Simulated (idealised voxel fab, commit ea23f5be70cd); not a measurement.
process module | voxel released beams
cross-section cut | 275 nm wide | cells 5 nm
A cross-section is a grid of square cells, given in bands from the top down. A band is one or more rows of cells.
Each band's line starts with the height of the band's top and of its bottom, in nm. Then come its materials from left to right, each with its width in nm. One material with "throughout" fills the band from edge to edge. "air" is empty space.
Height 0 is the level under which the wafer as received is all one material. The lowest band goes on downwards, as in "0 down".
A width such as "30 to 40" changes by the same amount from each row of cells to the next, from the band's top row to its bottom row.
"no change" after a step means that no cell of the cross-section changed.
closed voids: empty space of 8 cells or more with no open way to the top, each as width x height at its distance from the left edge, in nm
after a step's settings: what the simulator itself notes on the step
overlay nm, on a step with a mask: how far to the right of its planned place the mask lay; to the left if negative
plan
1 op RECEIVE | material Si
2 op CONFORMAL_DEP | material Al2O3 | thk nm 5
3 op DIRECTIONAL_DEP | material SiO2 | thk nm 20
4 op MASKED_ETCH | tone open | mask id ANCHOR | width nm 15 | etch materials SiO2 | depth nm 20 | overlay nm 0
5 op CONFORMAL_DEP | material SiN | thk nm 10
6 op DIRECTIONAL_DEP | material aC | thk nm 10
7 op PATTERN | tone cover | mask id BEAM | material resist | width nm 75 | thk nm 25 | overlay nm 0
8 op DIRECTIONAL_ETCH | etch materials aC | depth nm 10
9 op STRIP | etch materials resist
10 op DIRECTIONAL_ETCH | etch materials SiN | depth nm 10
11 op STRIP | etch materials aC
12 op STRIP | etch materials SiO2
varied across the wafers: width nm of step 4. The plan shows the first wafer's value. All wafers start alike
first wafer as received, after step 1
  0 down: Si throughout
  closed voids: none
first wafer at the end, after step 12
  35 to 25: air 95 | SiN 75 | air 105
  25 to 5: air 105 | SiN 15 | air 155
  5 to 0: Al2O3 throughout
  0 down: Si throughout
  closed voids: none
last wafer at the end
  35 to 25: air 95 | SiN 10 | air 20 | SiN 45 | air 105
  25 to 15: air 95 | SiN 10 | air 20 | SiN 10 | air 140
  15 to 5: air 95 | SiN 40 | air 140
  5 to 0: Al2O3 throughout
  0 down: Si throughout
  closed voids: none
each wafer at the end: cells of each material gained (+) or lost (-) since it was received, then its closed voids
width nm 15 | +55 Al2O3 | +42 SiN | closed voids: none
width nm 20 | +55 Al2O3 | +46 SiN | closed voids: none
width nm 25 | +55 Al2O3 | +46 SiN | closed voids: none
width nm 30 | +55 Al2O3 | +46 SiN | closed voids: none
width nm 35 | +55 Al2O3 | +46 SiN | closed voids: none
width nm 40 | +55 Al2O3 | +46 SiN | closed voids: none
